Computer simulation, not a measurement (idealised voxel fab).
process module | voxel self aligned contacts
cross-section cut | 260 nm wide | cells 5 nm
A cross-section is a grid of square cells, given in bands from the top down. A band is one or more rows of cells.
Each band's line starts with the height of the band's top and of its bottom, in nm. Then come its materials from left to right, each with its width in nm. One material with "throughout" fills the band from edge to edge. "air" is empty space.
Height 0 is the level under which the wafer as received is all one material. The lowest band goes on downwards, as in "0 down".
A width such as "30 to 40" changes by the same amount from each row of cells to the next, from the band's top row to its bottom row.
"no change" after a step means that no cell of the cross-section changed.
closed voids: empty space of 8 cells or more with no open way to the top, each as width x height at its distance from the left edge, in nm
after a step's settings: what the simulator itself notes on the step
overlay nm, on a step with a mask: how far to the right of its planned place the mask lay; to the left if negative
plan
1 op RECEIVE | material Si
2 op OXIDIZE | depth nm 5
3 op DIRECTIONAL_DEP | material polySi | thk nm 30
4 op DIRECTIONAL_DEP | material SiN | thk nm 15
5 op MASKED_ETCH | tone cover | mask id GATE | width nm 35 | pitch nm 70 | etch materials SiN | depth nm 15 | overlay nm 0
6 op MASKED_ETCH | tone cover | mask id GATE | width nm 35 | pitch nm 70 | etch materials polySi | depth nm 30 | overlay nm 0
7 op CONFORMAL_DEP | material SiN | thk nm 5
8 op DIRECTIONAL_ETCH | etch materials SiN | depth nm 5
9 op FILL_DEP | material SiO2 | thk nm 15
10 op CMP | height nm 50
11 op PATTERN | tone open | mask id CONTACT | material resist | width nm 45 | pitch nm 70 | thk nm 15 | overlay nm 0
12 op DIRECTIONAL_ETCH | etch materials SiO2 | depth nm 55
13 op STRIP | etch materials resist
14 op CONFORMAL_DEP | material TiN | thk nm 5
15 op FILL_DEP | material Ru | thk nm 10
16 op CMP | height nm 50
17 op CONFORMAL_DEP | material SiCN | thk nm 5
as received, after step 1
  0 down: Si throughout
  closed voids: none
first wafer at the end, as planned
  55 to 50: SiCN throughout
  50 to 45: SiO2 70 | TiN 15 | Ru 15 | TiN 15 | SiO2 25 | TiN 15 | Ru 15 | TiN 15 | SiO2 75
  45 to 30: SiO2 35 | SiN 45 | TiN 5 | Ru 15 | TiN 5 | SiN 45 | TiN 5 | Ru 15 | TiN 5 | SiN 45 | SiO2 40
  30 to 0: SiO2 35 | SiN 5 | polySi 35 | SiN 5 | TiN 5 | Ru 15 | TiN 5 | SiN 5 | polySi 35 | SiN 5 | TiN 5 | Ru 15 | TiN 5 | SiN 5 | polySi 35 | SiN 5 | SiO2 40
  0 to -5: SiO2 80 | TiN 25 | SiO2 45 | TiN 25 | SiO2 85
  -5 down: Si throughout
  closed voids: none
second wafer at the end: like start, like plan, one mistake
  55 to 50: SiCN throughout
  50 to 45: SiO2 70 | TiN 15 | Ru 15 | TiN 15 | SiO2 25 | TiN 15 | Ru 15 | TiN 15 | SiO2 75
  45 to 35: SiO2 35 | SiN 45 | TiN 5 | Ru 15 | TiN 5 | SiN 45 | TiN 5 | Ru 15 | TiN 5 | SiN 45 | SiO2 40
  35 to 30: SiO2 35 | SiN 45 | TiN 25 | SiN 45 | TiN 25 | SiN 45 | SiO2 40
  30 to 0: SiN throughout
  0 to -5: SiO2 throughout
  -5 down: Si throughout
  closed voids: none
what went wrong: step 3 ran as: op DIRECTIONAL_DEP | material SiN | thk nm 30
at the end the second wafer has, in cells: 42 fewer of Ru | 276 more of SiN | 80 fewer of SiO2 | 28 fewer of TiN | 126 fewer of polySi
